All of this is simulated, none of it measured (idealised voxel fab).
The document below concerns the process module designated voxel capacitor over wiring.
Cross-sectional view cut (width: 220 nm; square cell size: 5 nm).
A cross-section is a grid of square cells, given in bands from the top down. A band is one or more rows of cells.
First you get the band's top height and its bottom height, in nm, and then the materials it's made of, left to right, with each width in nm. If you see a single material with "full width", that one covers the band edge to edge. "blank" is empty space.
We count height from 0. Below that, the starting wafer is all one material. The lowest band never ends at the bottom but goes on down; see "z 0 and below" for how that is written.
A width such as "30 to 40" changes by the same amount from each row of cells to the next, from the band's top row to its bottom row.
"everything unchanged" -> step changed no cross-section cell.
Look at "Sealed internal cavities" for the closed voids: empty spaces with no open path to the top, sized 8 cells or up. Each is width x height at distance, distance from the left edge, all nm.
Post-settings text on a step line: simulator's own remark regarding the step.
overlay nm: where the mask lay relative to plan, measured to the right, on steps with a mask; negatives go left.
The planned process steps are enumerated hereunder
1: RECEIVE: material Si
2: CONFORMAL_DEP: material SiO2, thk nm 10
3: CONFORMAL_DEP: material SiN, thk nm 5
4: DIRECTIONAL_DEP: material SiO2, thk nm 15
5: PATTERN: tone open, mask id METAL_1, material resist, width nm 20, pitch nm 90, thk nm 20, overlay nm 0
6: DIRECTIONAL_ETCH: etch materials SiO2, depth nm 15
7: DIRECTIONAL_ETCH: etch materials SiN, depth nm 5
8: STRIP: etch materials resist
9: CONFORMAL_DEP: material TiN, thk nm 5
10: FILL_DEP: material Ru, thk nm 5
11: CMP: height nm 30
12: EPI: material Ru, thk nm 5
13: FILL_DEP: material SiCN, thk nm 5
14: DIRECTIONAL_DEP: material lowk, thk nm 20
15: MASKED_ETCH: tone open, mask id PLUG_1, width nm 15, etch materials lowk, depth nm 20, overlay nm 0
16: MASKED_ETCH: tone open, mask id PLUG_1, width nm 15, etch materials SiCN, depth nm 5, overlay nm 0
17: CONFORMAL_DEP: material TiN, thk nm 5
18: FILL_DEP: material Cu, thk nm 10
19: CMP: height nm 60
20: DIRECTIONAL_DEP: material TiN, thk nm 10
21: DIRECTIONAL_DEP: material SiN, thk nm 5
22: DIRECTIONAL_DEP: material TiN, thk nm 5
23: PATTERN: tone cover, mask id UPPER_PLATE, material resist, width nm 75, thk nm 15, overlay nm 0
24: DIRECTIONAL_ETCH: etch materials TiN, depth nm 5
25: DIRECTIONAL_ETCH: etch materials SiN, depth nm 5
26: STRIP: etch materials resist
27: DIRECTIONAL_DEP: material aC, thk nm 10
28: PATTERN: tone cover, mask id LOWER_PLATE, material resist, width nm 85, thk nm 25, overlay nm 0
29: DIRECTIONAL_ETCH: etch materials aC, depth nm 10
30: STRIP: etch materials resist
31: DIRECTIONAL_ETCH: etch materials TiN, depth nm 10
32: STRIP: etch materials aC
33: FILL_DEP: material SiO2, thk nm 20
34: CMP: height nm 95
35: PATTERN: tone open, mask id PLUG_2, material resist, width nm 15, thk nm 15, overlay nm 0
36: DIRECTIONAL_ETCH: etch materials SiO2, depth nm 15
37: STRIP: etch materials resist
38: CONFORMAL_DEP: material TiN, thk nm 5
39: FILL_DEP: material Cu, thk nm 10
40: CMP: height nm 95
41: CONFORMAL_DEP: material SiN, thk nm 5
Cross-section of the wafer upon arrival, representing the state reached after step 1
z 0 and below  Si full width
Sealed internal cavities: none
The first of the two wafers as seen in cross-section once the module was finished; processing followed the plan
z 100 to 95  SiN full width
z 95 to 85  70 of SiO2 | 5 of TiN | 5 of Cu | 5 of TiN | 135 of SiO2
z 85 to 75  70 to 60 of SiO2 | 15 to 75 of TiN | 135 to 85 of SiO2
z 75 to 70  60 of SiO2 | 75 of SiN | 85 of SiO2
z 70 to 60  55 of SiO2 | 85 of TiN | 80 of SiO2
z 60 to 40  60 of lowk | 5 of TiN | 5 of Cu | 5 of TiN | 145 of lowk
z 40 to 35  60 of SiCN | 15 of TiN | 145 of SiCN
z 35 to 30  50 of SiCN | 30 of Ru | 60 of SiCN | 30 of Ru | 50 of SiCN
z 30 to 15  55 of SiO2 | 5 of TiN | 10 of Ru | 5 of TiN | 70 of SiO2 | 5 of TiN | 10 of Ru | 5 of TiN | 55 of SiO2
z 15 to 10  55 of SiN | 20 of TiN | 70 of SiN | 20 of TiN | 55 of SiN
z 10 to 0  SiO2 full width
z 0 and below  Si full width
Sealed internal cavities: none
End of module, second wafer, cross-section. Started like the first, planned like the first, run with one mistake
z 100 to 95  SiN full width
z 95 to 85  65 of Cu | 5 of TiN | 15 of SiO2 | 5 of TiN | 130 of Cu
z 85 to 80  70 of TiN | 15 of SiO2 | 135 of TiN
z 80 to 75  60 of SiO2 | 75 of TiN | 85 of SiO2
z 75 to 70  60 of SiO2 | 75 of SiN | 85 of SiO2
z 70 to 60  55 of SiO2 | 85 of TiN | 80 of SiO2
z 60 to 40  60 of lowk | 5 of TiN | 5 of Cu | 5 of TiN | 145 of lowk
z 40 to 35  60 of SiCN | 15 of TiN | 145 of SiCN
z 35 to 30  50 of SiCN | 30 of Ru | 60 of SiCN | 30 of Ru | 50 of SiCN
z 30 to 15  55 of SiO2 | 5 of TiN | 10 of Ru | 5 of TiN | 70 of SiO2 | 5 of TiN | 10 of Ru | 5 of TiN | 55 of SiO2
z 15 to 10  55 of SiN | 20 of TiN | 70 of SiN | 20 of TiN | 55 of SiN
z 10 to 0  SiO2 full width
z 0 and below  Si full width
Sealed internal cavities: none
It is concluded that the wafer was processed incorrectly with respect to the plan, in that step 35 deviated from plan and actually ran as PATTERN: tone cover, mask id PLUG_2, material resist, width nm 15, thk nm 15, overlay nm 0
The final cell counts differ between the wafers, with the second having more or fewer of some materials than the first: Cu +76 | SiO2 -114 | TiN +38
